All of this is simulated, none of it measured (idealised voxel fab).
process module | voxel wiring stack
cross-section cut | 235 nm wide | cells 5 nm
A cross-section is a grid of square cells, given in bands from the top down. A band is one or more rows of cells.
Each band's line starts with the height of the band's top and of its bottom, in nm. Then come its materials from left to right, each with its width in nm. One material with "throughout" fills the band from edge to edge. "air" is empty space.
Height 0 is the level under which the wafer as received is all one material. The lowest band goes on downwards, as in "0 down".
A width such as "30 to 40" changes by the same amount from each row of cells to the next, from the band's top row to its bottom row.
"no change" after a step means that no cell of the cross-section changed.
closed voids: empty space of 8 cells or more with no open way to the top, each as width x height at its distance from the left edge, in nm
after a step's settings: what the simulator itself notes on the step
overlay nm, on a step with a mask: how far to the right of its planned place the mask lay; to the left if negative
plan
1 op RECEIVE | material Si
2 op CONFORMAL_DEP | material SiO2 | thk nm 15
3 op DIRECTIONAL_DEP | material TiN | thk nm 5
4 op DIRECTIONAL_DEP | material W | thk nm 25
5 op PATTERN | tone cover | mask id METAL_1 | material resist | width nm 20 | pitch nm 40 | thk nm 15 | overlay nm 0
6 op DIRECTIONAL_ETCH | etch materials W | depth nm 25
7 op DIRECTIONAL_ETCH | etch materials TiN | depth nm 5
8 op STRIP | etch materials resist
9 op FILL_DEP | material lowk | thk nm 5
10 op CMP | height nm 45
11 op CONFORMAL_DEP | material SiCN | thk nm 5
12 op DIRECTIONAL_DEP | material SiO2 | thk nm 15
13 op PATTERN | tone open | mask id PLUG_1 | material resist | width nm 15 | pitch nm 40 | thk nm 20 | overlay nm 0
14 op DIRECTIONAL_ETCH | etch materials SiO2 | depth nm 15
15 op DIRECTIONAL_ETCH | etch materials SiCN | depth nm 5
16 op STRIP | etch materials resist
17 op CONFORMAL_DEP | material TiN | thk nm 5
18 op FILL_DEP | material W | thk nm 10
19 op CMP | height nm 65
20 op CONFORMAL_DEP | material SiCN | thk nm 5
21 op DIRECTIONAL_DEP | material SiO2 | thk nm 20
22 op PATTERN | tone open | mask id METAL_2 | material resist | width nm 20 | pitch nm 40 | thk nm 15 | overlay nm 0
23 op DIRECTIONAL_ETCH | etch materials SiO2 | depth nm 20
24 op DIRECTIONAL_ETCH | etch materials SiCN | depth nm 5
25 op STRIP | etch materials resist
26 op CONFORMAL_DEP | material TiN | thk nm 5
27 op FILL_DEP | material Cu | thk nm 10
28 op CMP | height nm 90
29 op EPI | material Ru | thk nm 5
30 op FILL_DEP | material SiCN | thk nm 5
31 op DIRECTIONAL_DEP | material lowk | thk nm 30
32 op PATTERN | tone open | mask id METAL_3 | material resist | width nm 20 | pitch nm 40 | thk nm 20 | overlay nm 0
33 op DIRECTIONAL_ETCH | etch materials lowk | depth nm 20
34 op STRIP | etch materials resist
35 op DIRECTIONAL_DEP | material aC | thk nm 10
36 op PATTERN | tone open | mask id METAL_3_HOLES | material resist | width nm 15 | thk nm 25 | overlay nm 0
37 op DIRECTIONAL_ETCH | etch materials aC | depth nm 10
38 op STRIP | etch materials resist
39 op DIRECTIONAL_ETCH | etch materials lowk | depth nm 10
40 op DIRECTIONAL_ETCH | etch materials SiCN | depth nm 5
41 op STRIP | etch materials aC
42 op CONFORMAL_DEP | material TiN | thk nm 5
43 op FILL_DEP | material Ru | thk nm 5
44 op CMP | height nm 130
45 op CONFORMAL_DEP | material SiCN | thk nm 5
46 op DIRECTIONAL_DEP | material lowk | thk nm 10
47 op DIRECTIONAL_DEP | material aC | thk nm 10
48 op PATTERN | tone open | mask id PLUG_3 | material resist | width nm 15 | pitch nm 40 | thk nm 25 | overlay nm 0
49 op DIRECTIONAL_ETCH | etch materials aC | depth nm 10
50 op STRIP | etch materials resist
51 op DIRECTIONAL_ETCH | etch materials lowk | depth nm 10
52 op DIRECTIONAL_ETCH | etch materials SiCN | depth nm 5
53 op STRIP | etch materials aC
54 op CONFORMAL_DEP | material TiN | thk nm 5
55 op FILL_DEP | material Cu | thk nm 5
56 op CMP | height nm 145
57 op DIRECTIONAL_DEP | material TiN | thk nm 5
58 op DIRECTIONAL_DEP | material Ru | thk nm 15
59 op DIRECTIONAL_DEP | material aC | thk nm 10
60 op PATTERN | tone cover | mask id METAL_4 | material resist | width nm 20 | pitch nm 40 | thk nm 30 | overlay nm 0
61 op DIRECTIONAL_ETCH | etch materials aC | depth nm 10
62 op STRIP | etch materials resist
63 op DIRECTIONAL_ETCH | etch materials Ru | depth nm 15
64 op DIRECTIONAL_ETCH | etch materials TiN | depth nm 5
65 op STRIP | etch materials aC
66 op CONFORMAL_DEP | material SiN | thk nm 5
67 op FILL_DEP | material SiO2 | thk nm 10
68 op CMP | height nm 165
69 op CONFORMAL_DEP | material SiCN | thk nm 5
first wafer, as planned
as received, after step 1
  0 down: Si throughout
  closed voids: none
after step 2
  15 to 0: SiO2 throughout
  below 0: unchanged
after step 3
  20 to 15: TiN throughout
  below 15: unchanged
after step 4
  45 to 20: W throughout
  below 20: unchanged
after step 5
  60 to 45: air 85 | resist 20 | air 20 | resist 20 | air 90
  below 45: unchanged
after step 6
  60 to 45: air 85 | resist 20 | air 20 | resist 20 | air 90
  45 to 20: air 85 | W 20 | air 20 | W 20 | air 90
  below 20: unchanged
after step 7
  60 to 45: air 85 | resist 20 | air 20 | resist 20 | air 90
  45 to 20: air 85 | W 20 | air 20 | W 20 | air 90
  20 to 15: air 85 | TiN 20 | air 20 | TiN 20 | air 90
  below 15: unchanged
after step 8
  45 to 20: air 85 | W 20 | air 20 | W 20 | air 90
  below 20: unchanged
after step 9
  50 to 45: lowk throughout
  45 to 20: lowk 85 | W 20 | lowk 20 | W 20 | lowk 90
  20 to 15: lowk 85 | TiN 20 | lowk 20 | TiN 20 | lowk 90
  below 15: unchanged
after step 10
  45 to 20: lowk 85 | W 20 | lowk 20 | W 20 | lowk 90
  below 20: unchanged
after step 11
  50 to 45: SiCN throughout
  below 45: unchanged
after step 12
  65 to 50: SiO2 throughout
  below 50: unchanged
after step 13
  85 to 65: resist 85 | air 15 | resist 25 | air 15 | resist 95
  below 65: unchanged
after step 14
  85 to 65: resist 85 | air 15 | resist 25 | air 15 | resist 95
  65 to 50: SiO2 85 | air 15 | SiO2 25 | air 15 | SiO2 95
  below 50: unchanged
after step 15
  85 to 65: resist 85 | air 15 | resist 25 | air 15 | resist 95
  65 to 50: SiO2 85 | air 15 | SiO2 25 | air 15 | SiO2 95
  50 to 45: SiCN 85 | air 15 | SiCN 25 | air 15 | SiCN 95
  below 45: unchanged
after step 16
  65 to 50: SiO2 85 | air 15 | SiO2 25 | air 15 | SiO2 95
  below 50: unchanged
after step 17
  70 to 65: TiN 90 | air 5 | TiN 35 | air 5 | TiN 100
  65 to 50: SiO2 85 | TiN 5 | air 5 | TiN 5 | SiO2 25 | TiN 5 | air 5 | TiN 5 | SiO2 95
  50 to 45: SiCN 85 | TiN 15 | SiCN 25 | TiN 15 | SiCN 95
  below 45: unchanged
after step 18
  80 to 70: W throughout
  70 to 65: TiN 90 | W 5 | TiN 35 | W 5 | TiN 100
  65 to 50: SiO2 85 | TiN 5 | W 5 | TiN 5 | SiO2 25 | TiN 5 | W 5 | TiN 5 | SiO2 95
  below 50: unchanged
after step 19
  65 to 50: SiO2 85 | TiN 5 | W 5 | TiN 5 | SiO2 25 | TiN 5 | W 5 | TiN 5 | SiO2 95
  below 50: unchanged
after step 20
  70 to 65: SiCN throughout
  below 65: unchanged
after step 21
  90 to 70: SiO2 throughout
  below 70: unchanged
after step 22
  105 to 90: resist 85 | air 20 | resist 20 | air 20 | resist 90
  below 90: unchanged
after step 23
  105 to 90: resist 85 | air 20 | resist 20 | air 20 | resist 90
  90 to 70: SiO2 85 | air 20 | SiO2 20 | air 20 | SiO2 90
  below 70: unchanged
after step 24
  105 to 90: resist 85 | air 20 | resist 20 | air 20 | resist 90
  90 to 70: SiO2 85 | air 20 | SiO2 20 | air 20 | SiO2 90
  70 to 65: SiCN 85 | air 20 | SiCN 20 | air 20 | SiCN 90
  below 65: unchanged
after step 25
  90 to 70: SiO2 85 | air 20 | SiO2 20 | air 20 | SiO2 90
  below 70: unchanged
after step 26
  95 to 90: TiN 90 | air 10 | TiN 30 | air 10 | TiN 95
  90 to 70: SiO2 85 | TiN 5 | air 10 | TiN 5 | SiO2 20 | TiN 5 | air 10 | TiN 5 | SiO2 90
  70 to 65: SiCN 85 | TiN 20 | SiCN 20 | TiN 20 | SiCN 90
  below 65: unchanged
after step 27
  105 to 95: Cu throughout
  95 to 90: TiN 90 | Cu 10 | TiN 30 | Cu 10 | TiN 95
  90 to 70: SiO2 85 | TiN 5 | Cu 10 | TiN 5 | SiO2 20 | TiN 5 | Cu 10 | TiN 5 | SiO2 90
  below 70: unchanged
after step 28
  90 to 70: SiO2 85 | TiN 5 | Cu 10 | TiN 5 | SiO2 20 | TiN 5 | Cu 10 | TiN 5 | SiO2 90
  below 70: unchanged
after step 29
  95 to 90: air 80 | Ru 30 | air 10 | Ru 30 | air 85
  below 90: unchanged
after step 30
  100 to 95: SiCN throughout
  95 to 90: SiCN 80 | Ru 30 | SiCN 10 | Ru 30 | SiCN 85
  below 90: unchanged
after step 31
  130 to 100: lowk throughout
  below 100: unchanged
after step 32
  150 to 130: resist 85 | air 20 | resist 20 | air 20 | resist 90
  below 130: unchanged
after step 33
  150 to 130: resist 85 | air 20 | resist 20 | air 20 | resist 90
  130 to 110: lowk 85 | air 20 | lowk 20 | air 20 | lowk 90
  below 110: unchanged
after step 34
  130 to 110: lowk 85 | air 20 | lowk 20 | air 20 | lowk 90
  below 110: unchanged
after step 35
  140 to 130: aC 85 | air 20 | aC 20 | air 20 | aC 90
  130 to 120: lowk 85 | air 20 | lowk 20 | air 20 | lowk 90
  120 to 110: lowk 85 | aC 20 | lowk 20 | aC 20 | lowk 90
  below 110: unchanged
after step 36
  165 to 140: resist 85 | air 15 | resist 135
  140 to 130: aC 85 | air 15 | resist 5 | aC 20 | resist 20 | aC 90
  130 to 120: lowk 85 | air 15 | resist 5 | lowk 20 | resist 20 | lowk 90
  below 120: unchanged
after step 37
  155 to 140: resist 85 | air 15 | resist 135
  140 to 130: aC 85 | air 15 | resist 5 | aC 20 | resist 20 | aC 90
  130 to 120: lowk 85 | air 15 | resist 5 | lowk 20 | resist 20 | lowk 90
  120 to 110: lowk 85 | air 15 | aC 5 | lowk 20 | aC 20 | lowk 90
  below 110: unchanged
after step 38
  140 to 130: aC 85 | air 20 | aC 20 | air 20 | aC 90
  130 to 120: lowk 85 | air 20 | lowk 20 | air 20 | lowk 90
  below 120: unchanged
after step 39
  140 to 130: aC 85 | air 20 | aC 20 | air 20 | aC 90
  130 to 120: lowk 85 | air 20 | lowk 20 | air 20 | lowk 90
  120 to 110: lowk 85 | air 15 | aC 5 | lowk 20 | aC 20 | lowk 90
  110 to 100: lowk 85 | air 15 | lowk 135
  below 100: unchanged
after step 40
  140 to 130: aC 85 | air 20 | aC 20 | air 20 | aC 90
  130 to 120: lowk 85 | air 20 | lowk 20 | air 20 | lowk 90
  120 to 110: lowk 85 | air 15 | aC 5 | lowk 20 | aC 20 | lowk 90
  110 to 100: lowk 85 | air 15 | lowk 135
  100 to 95: SiCN 85 | air 15 | SiCN 135
  below 95: unchanged
after step 41
  130 to 110: lowk 85 | air 20 | lowk 20 | air 20 | lowk 90
  below 110: unchanged
after step 42
  135 to 130: TiN 90 | air 10 | TiN 30 | air 10 | TiN 95
  130 to 115: lowk 85 | TiN 5 | air 10 | TiN 5 | lowk 20 | TiN 5 | air 10 | TiN 5 | lowk 90
  115 to 110: lowk 85 | TiN 5 | air 5 | TiN 10 | lowk 20 | TiN 20 | lowk 90
  110 to 100: lowk 85 | TiN 5 | air 5 | TiN 5 | lowk 135
  100 to 95: SiCN 85 | TiN 15 | SiCN 135
  below 95: unchanged
after step 43
  140 to 135: Ru throughout
  135 to 130: TiN 90 | Ru 10 | TiN 30 | Ru 10 | TiN 95
  130 to 115: lowk 85 | TiN 5 | Ru 10 | TiN 5 | lowk 20 | TiN 5 | Ru 10 | TiN 5 | lowk 90
  115 to 110: lowk 85 | TiN 5 | Ru 5 | TiN 10 | lowk 20 | TiN 20 | lowk 90
  110 to 100: lowk 85 | TiN 5 | Ru 5 | TiN 5 | lowk 135
  below 100: unchanged
after step 44
  130 to 115: lowk 85 | TiN 5 | Ru 10 | TiN 5 | lowk 20 | TiN 5 | Ru 10 | TiN 5 | lowk 90
  below 115: unchanged
after step 45
  135 to 130: SiCN throughout
  below 130: unchanged
after step 46
  145 to 135: lowk throughout
  below 135: unchanged
after step 47
  155 to 145: aC throughout
  below 145: unchanged
after step 48
  180 to 155: resist 85 | air 15 | resist 25 | air 15 | resist 95
  below 155: unchanged
after step 49
  170 to 155: resist 85 | air 15 | resist 25 | air 15 | resist 95
  155 to 145: aC 85 | air 15 | aC 25 | air 15 | aC 95
  below 145: unchanged
after step 50
  155 to 145: aC 85 | air 15 | aC 25 | air 15 | aC 95
  below 145: unchanged
after step 51
  155 to 145: aC 85 | air 15 | aC 25 | air 15 | aC 95
  145 to 135: lowk 85 | air 15 | lowk 25 | air 15 | lowk 95
  below 135: unchanged
after step 52
  155 to 145: aC 85 | air 15 | aC 25 | air 15 | aC 95
  145 to 135: lowk 85 | air 15 | lowk 25 | air 15 | lowk 95
  135 to 130: SiCN 85 | air 15 | SiCN 25 | air 15 | SiCN 95
  below 130: unchanged
after step 53
  145 to 135: lowk 85 | air 15 | lowk 25 | air 15 | lowk 95
  below 135: unchanged
after step 54
  150 to 145: TiN 90 | air 5 | TiN 35 | air 5 | TiN 100
  145 to 135: lowk 85 | TiN 5 | air 5 | TiN 5 | lowk 25 | TiN 5 | air 5 | TiN 5 | lowk 95
  135 to 130: SiCN 85 | TiN 15 | SiCN 25 | TiN 15 | SiCN 95
  below 130: unchanged
after step 55
  155 to 150: Cu throughout
  150 to 145: TiN 90 | Cu 5 | TiN 35 | Cu 5 | TiN 100
  145 to 135: lowk 85 | TiN 5 | Cu 5 | TiN 5 | lowk 25 | TiN 5 | Cu 5 | TiN 5 | lowk 95
  below 135: unchanged
after step 56
  145 to 135: lowk 85 | TiN 5 | Cu 5 | TiN 5 | lowk 25 | TiN 5 | Cu 5 | TiN 5 | lowk 95
  below 135: unchanged
after step 57
  150 to 145: TiN throughout
  below 145: unchanged
after step 58
  165 to 150: Ru throughout
  below 150: unchanged
after step 59
  175 to 165: aC throughout
  below 165: unchanged
after step 60
  205 to 175: air 85 | resist 20 | air 20 | resist 20 | air 90
  below 175: unchanged
after step 61
  195 to 175: air 85 | resist 20 | air 20 | resist 20 | air 90
  175 to 165: air 85 | aC 20 | air 20 | aC 20 | air 90
  below 165: unchanged
after step 62
  175 to 165: air 85 | aC 20 | air 20 | aC 20 | air 90
  below 165: unchanged
after step 63
  175 to 165: air 85 | aC 20 | air 20 | aC 20 | air 90
  165 to 150: air 85 | Ru 20 | air 20 | Ru 20 | air 90
  below 150: unchanged
after step 64
  175 to 165: air 85 | aC 20 | air 20 | aC 20 | air 90
  165 to 150: air 85 | Ru 20 | air 20 | Ru 20 | air 90
  150 to 145: air 85 | TiN 20 | air 20 | TiN 20 | air 90
  below 145: unchanged
after step 65
  165 to 150: air 85 | Ru 20 | air 20 | Ru 20 | air 90
  below 150: unchanged
after step 66
  170 to 165: air 80 | SiN 30 | air 10 | SiN 30 | air 85
  165 to 150: air 80 | SiN 5 | Ru 20 | SiN 5 | air 10 | SiN 5 | Ru 20 | SiN 5 | air 85
  150 to 145: SiN 85 | TiN 20 | SiN 20 | TiN 20 | SiN 90
  below 145: unchanged
after step 67
  180 to 170: SiO2 throughout
  170 to 165: SiO2 80 | SiN 30 | SiO2 10 | SiN 30 | SiO2 85
  165 to 150: SiO2 80 | SiN 5 | Ru 20 | SiN 5 | SiO2 10 | SiN 5 | Ru 20 | SiN 5 | SiO2 85
  below 150: unchanged
after step 68
  165 to 150: SiO2 80 | SiN 5 | Ru 20 | SiN 5 | SiO2 10 | SiN 5 | Ru 20 | SiN 5 | SiO2 85
  below 150: unchanged
after step 69
  170 to 165: SiCN throughout
  below 165: unchanged
second wafer: like start, like plan, one mistake. Through step 4 it matches the first wafer
when step 5 should have ended
  60 to 45: air 80 | resist 20 | air 20 | resist 20 | air 95
  below 45: unchanged
when step 6 should have ended
  60 to 45: air 80 | resist 20 | air 20 | resist 20 | air 95
  45 to 20: air 80 | W 20 | air 20 | W 20 | air 95
  below 20: unchanged
when step 7 should have ended
  60 to 45: air 80 | resist 20 | air 20 | resist 20 | air 95
  45 to 20: air 80 | W 20 | air 20 | W 20 | air 95
  20 to 15: air 80 | TiN 20 | air 20 | TiN 20 | air 95
  below 15: unchanged
when step 8 should have ended
  45 to 20: air 80 | W 20 | air 20 | W 20 | air 95
  below 20: unchanged
when step 9 should have ended
  50 to 45: lowk throughout
  45 to 20: lowk 80 | W 20 | lowk 20 | W 20 | lowk 95
  20 to 15: lowk 80 | TiN 20 | lowk 20 | TiN 20 | lowk 95
  below 15: unchanged
when step 10 should have ended
  45 to 20: lowk 80 | W 20 | lowk 20 | W 20 | lowk 95
  below 20: unchanged
when step 11 should have ended
  50 to 45: SiCN throughout
  below 45: unchanged
when step 12 should have ended
  65 to 50: SiO2 throughout
  below 50: unchanged
when step 13 should have ended
  85 to 65: resist 85 | air 15 | resist 25 | air 15 | resist 95
  below 65: unchanged
when step 14 should have ended
  85 to 65: resist 85 | air 15 | resist 25 | air 15 | resist 95
  65 to 50: SiO2 85 | air 15 | SiO2 25 | air 15 | SiO2 95
  below 50: unchanged
when step 15 should have ended
  85 to 65: resist 85 | air 15 | resist 25 | air 15 | resist 95
  65 to 50: SiO2 85 | air 15 | SiO2 25 | air 15 | SiO2 95
  50 to 45: SiCN 85 | air 15 | SiCN 25 | air 15 | SiCN 95
  below 45: unchanged
when step 16 should have ended
  65 to 50: SiO2 85 | air 15 | SiO2 25 | air 15 | SiO2 95
  below 50: unchanged
when step 17 should have ended
  70 to 65: TiN 90 | air 5 | TiN 35 | air 5 | TiN 100
  65 to 50: SiO2 85 | TiN 5 | air 5 | TiN 5 | SiO2 25 | TiN 5 | air 5 | TiN 5 | SiO2 95
  50 to 45: SiCN 85 | TiN 15 | SiCN 25 | TiN 15 | SiCN 95
  below 45: unchanged
when step 18 should have ended
  80 to 70: W throughout
  70 to 65: TiN 90 | W 5 | TiN 35 | W 5 | TiN 100
  65 to 50: SiO2 85 | TiN 5 | W 5 | TiN 5 | SiO2 25 | TiN 5 | W 5 | TiN 5 | SiO2 95
  below 50: unchanged
when step 19 should have ended
  65 to 50: SiO2 85 | TiN 5 | W 5 | TiN 5 | SiO2 25 | TiN 5 | W 5 | TiN 5 | SiO2 95
  below 50: unchanged
when step 20 should have ended
  70 to 65: SiCN throughout
  below 65: unchanged
when step 21 should have ended
  90 to 70: SiO2 throughout
  below 70: unchanged
when step 22 should have ended
  105 to 90: resist 85 | air 20 | resist 20 | air 20 | resist 90
  below 90: unchanged
when step 23 should have ended
  105 to 90: resist 85 | air 20 | resist 20 | air 20 | resist 90
  90 to 70: SiO2 85 | air 20 | SiO2 20 | air 20 | SiO2 90
  below 70: unchanged
when step 24 should have ended
  105 to 90: resist 85 | air 20 | resist 20 | air 20 | resist 90
  90 to 70: SiO2 85 | air 20 | SiO2 20 | air 20 | SiO2 90
  70 to 65: SiCN 85 | air 20 | SiCN 20 | air 20 | SiCN 90
  below 65: unchanged
when step 25 should have ended
  90 to 70: SiO2 85 | air 20 | SiO2 20 | air 20 | SiO2 90
  below 70: unchanged
when step 26 should have ended
  95 to 90: TiN 90 | air 10 | TiN 30 | air 10 | TiN 95
  90 to 70: SiO2 85 | TiN 5 | air 10 | TiN 5 | SiO2 20 | TiN 5 | air 10 | TiN 5 | SiO2 90
  70 to 65: SiCN 85 | TiN 20 | SiCN 20 | TiN 20 | SiCN 90
  below 65: unchanged
when step 27 should have ended
  105 to 95: Cu throughout
  95 to 90: TiN 90 | Cu 10 | TiN 30 | Cu 10 | TiN 95
  90 to 70: SiO2 85 | TiN 5 | Cu 10 | TiN 5 | SiO2 20 | TiN 5 | Cu 10 | TiN 5 | SiO2 90
  below 70: unchanged
when step 28 should have ended
  90 to 70: SiO2 85 | TiN 5 | Cu 10 | TiN 5 | SiO2 20 | TiN 5 | Cu 10 | TiN 5 | SiO2 90
  below 70: unchanged
when step 29 should have ended
  95 to 90: air 80 | Ru 30 | air 10 | Ru 30 | air 85
  below 90: unchanged
when step 30 should have ended
  100 to 95: SiCN throughout
  95 to 90: SiCN 80 | Ru 30 | SiCN 10 | Ru 30 | SiCN 85
  below 90: unchanged
when step 31 should have ended
  130 to 100: lowk throughout
  below 100: unchanged
when step 32 should have ended
  150 to 130: resist 85 | air 20 | resist 20 | air 20 | resist 90
  below 130: unchanged
when step 33 should have ended
  150 to 130: resist 85 | air 20 | resist 20 | air 20 | resist 90
  130 to 110: lowk 85 | air 20 | lowk 20 | air 20 | lowk 90
  below 110: unchanged
when step 34 should have ended
  130 to 110: lowk 85 | air 20 | lowk 20 | air 20 | lowk 90
  below 110: unchanged
when step 35 should have ended
  140 to 130: aC 85 | air 20 | aC 20 | air 20 | aC 90
  130 to 120: lowk 85 | air 20 | lowk 20 | air 20 | lowk 90
  120 to 110: lowk 85 | aC 20 | lowk 20 | aC 20 | lowk 90
  below 110: unchanged
when step 36 should have ended
  165 to 140: resist 85 | air 15 | resist 135
  140 to 130: aC 85 | air 15 | resist 5 | aC 20 | resist 20 | aC 90
  130 to 120: lowk 85 | air 15 | resist 5 | lowk 20 | resist 20 | lowk 90
  below 120: unchanged
when step 37 should have ended
  155 to 140: resist 85 | air 15 | resist 135
  140 to 130: aC 85 | air 15 | resist 5 | aC 20 | resist 20 | aC 90
  130 to 120: lowk 85 | air 15 | resist 5 | lowk 20 | resist 20 | lowk 90
  120 to 110: lowk 85 | air 15 | aC 5 | lowk 20 | aC 20 | lowk 90
  below 110: unchanged
when step 38 should have ended
  140 to 130: aC 85 | air 20 | aC 20 | air 20 | aC 90
  130 to 120: lowk 85 | air 20 | lowk 20 | air 20 | lowk 90
  below 120: unchanged
when step 39 should have ended
  140 to 130: aC 85 | air 20 | aC 20 | air 20 | aC 90
  130 to 120: lowk 85 | air 20 | lowk 20 | air 20 | lowk 90
  120 to 110: lowk 85 | air 15 | aC 5 | lowk 20 | aC 20 | lowk 90
  110 to 100: lowk 85 | air 15 | lowk 135
  below 100: unchanged
when step 40 should have ended
  140 to 130: aC 85 | air 20 | aC 20 | air 20 | aC 90
  130 to 120: lowk 85 | air 20 | lowk 20 | air 20 | lowk 90
  120 to 110: lowk 85 | air 15 | aC 5 | lowk 20 | aC 20 | lowk 90
  110 to 100: lowk 85 | air 15 | lowk 135
  100 to 95: SiCN 85 | air 15 | SiCN 135
  below 95: unchanged
when step 41 should have ended
  130 to 110: lowk 85 | air 20 | lowk 20 | air 20 | lowk 90
  below 110: unchanged
when step 42 should have ended
  135 to 130: TiN 90 | air 10 | TiN 30 | air 10 | TiN 95
  130 to 115: lowk 85 | TiN 5 | air 10 | TiN 5 | lowk 20 | TiN 5 | air 10 | TiN 5 | lowk 90
  115 to 110: lowk 85 | TiN 5 | air 5 | TiN 10 | lowk 20 | TiN 20 | lowk 90
  110 to 100: lowk 85 | TiN 5 | air 5 | TiN 5 | lowk 135
  100 to 95: SiCN 85 | TiN 15 | SiCN 135
  below 95: unchanged
when step 43 should have ended
  140 to 135: Ru throughout
  135 to 130: TiN 90 | Ru 10 | TiN 30 | Ru 10 | TiN 95
  130 to 115: lowk 85 | TiN 5 | Ru 10 | TiN 5 | lowk 20 | TiN 5 | Ru 10 | TiN 5 | lowk 90
  115 to 110: lowk 85 | TiN 5 | Ru 5 | TiN 10 | lowk 20 | TiN 20 | lowk 90
  110 to 100: lowk 85 | TiN 5 | Ru 5 | TiN 5 | lowk 135
  below 100: unchanged
when step 44 should have ended
  130 to 115: lowk 85 | TiN 5 | Ru 10 | TiN 5 | lowk 20 | TiN 5 | Ru 10 | TiN 5 | lowk 90
  below 115: unchanged
when step 45 should have ended
  135 to 130: SiCN throughout
  below 130: unchanged
when step 46 should have ended
  145 to 135: lowk throughout
  below 135: unchanged
when step 47 should have ended
  155 to 145: aC throughout
  below 145: unchanged
when step 48 should have ended
  180 to 155: resist 85 | air 15 | resist 25 | air 15 | resist 95
  below 155: unchanged
when step 49 should have ended
  170 to 155: resist 85 | air 15 | resist 25 | air 15 | resist 95
  155 to 145: aC 85 | air 15 | aC 25 | air 15 | aC 95
  below 145: unchanged
when step 50 should have ended
  155 to 145: aC 85 | air 15 | aC 25 | air 15 | aC 95
  below 145: unchanged
when step 51 should have ended
  155 to 145: aC 85 | air 15 | aC 25 | air 15 | aC 95
  145 to 135: lowk 85 | air 15 | lowk 25 | air 15 | lowk 95
  below 135: unchanged
when step 52 should have ended
  155 to 145: aC 85 | air 15 | aC 25 | air 15 | aC 95
  145 to 135: lowk 85 | air 15 | lowk 25 | air 15 | lowk 95
  135 to 130: SiCN 85 | air 15 | SiCN 25 | air 15 | SiCN 95
  below 130: unchanged
when step 53 should have ended
  145 to 135: lowk 85 | air 15 | lowk 25 | air 15 | lowk 95
  below 135: unchanged
when step 54 should have ended
  150 to 145: TiN 90 | air 5 | TiN 35 | air 5 | TiN 100
  145 to 135: lowk 85 | TiN 5 | air 5 | TiN 5 | lowk 25 | TiN 5 | air 5 | TiN 5 | lowk 95
  135 to 130: SiCN 85 | TiN 15 | SiCN 25 | TiN 15 | SiCN 95
  below 130: unchanged
when step 55 should have ended
  155 to 150: Cu throughout
  150 to 145: TiN 90 | Cu 5 | TiN 35 | Cu 5 | TiN 100
  145 to 135: lowk 85 | TiN 5 | Cu 5 | TiN 5 | lowk 25 | TiN 5 | Cu 5 | TiN 5 | lowk 95
  below 135: unchanged
when step 56 should have ended
  145 to 135: lowk 85 | TiN 5 | Cu 5 | TiN 5 | lowk 25 | TiN 5 | Cu 5 | TiN 5 | lowk 95
  below 135: unchanged
when step 57 should have ended
  150 to 145: TiN throughout
  below 145: unchanged
when step 58 should have ended
  165 to 150: Ru throughout
  below 150: unchanged
when step 59 should have ended
  175 to 165: aC throughout
  below 165: unchanged
when step 60 should have ended
  205 to 175: air 85 | resist 20 | air 20 | resist 20 | air 90
  below 175: unchanged
when step 61 should have ended
  195 to 175: air 85 | resist 20 | air 20 | resist 20 | air 90
  175 to 165: air 85 | aC 20 | air 20 | aC 20 | air 90
  below 165: unchanged
when step 62 should have ended
  175 to 165: air 85 | aC 20 | air 20 | aC 20 | air 90
  below 165: unchanged
when step 63 should have ended
  175 to 165: air 85 | aC 20 | air 20 | aC 20 | air 90
  165 to 150: air 85 | Ru 20 | air 20 | Ru 20 | air 90
  below 150: unchanged
when step 64 should have ended
  175 to 165: air 85 | aC 20 | air 20 | aC 20 | air 90
  165 to 150: air 85 | Ru 20 | air 20 | Ru 20 | air 90
  150 to 145: air 85 | TiN 20 | air 20 | TiN 20 | air 90
  below 145: unchanged
when step 65 should have ended
  165 to 150: air 85 | Ru 20 | air 20 | Ru 20 | air 90
  below 150: unchanged
when step 66 should have ended
  170 to 165: air 80 | SiN 30 | air 10 | SiN 30 | air 85
  165 to 150: air 80 | SiN 5 | Ru 20 | SiN 5 | air 10 | SiN 5 | Ru 20 | SiN 5 | air 85
  150 to 145: SiN 85 | TiN 20 | SiN 20 | TiN 20 | SiN 90
  below 145: unchanged
when step 67 should have ended
  180 to 170: SiO2 throughout
  170 to 165: SiO2 80 | SiN 30 | SiO2 10 | SiN 30 | SiO2 85
  165 to 150: SiO2 80 | SiN 5 | Ru 20 | SiN 5 | SiO2 10 | SiN 5 | Ru 20 | SiN 5 | SiO2 85
  below 150: unchanged
when step 68 should have ended
  165 to 150: SiO2 80 | SiN 5 | Ru 20 | SiN 5 | SiO2 10 | SiN 5 | Ru 20 | SiN 5 | SiO2 85
  below 150: unchanged
when step 69 should have ended
  170 to 165: SiCN throughout
  below 165: unchanged
what went wrong: step 5 ran as: op PATTERN | tone cover | mask id METAL_1 | material resist | width nm 20 | pitch nm 40 | thk nm 15 | overlay nm -5
at the end the second wafer has, in cells: as many of each material as the first, in other places
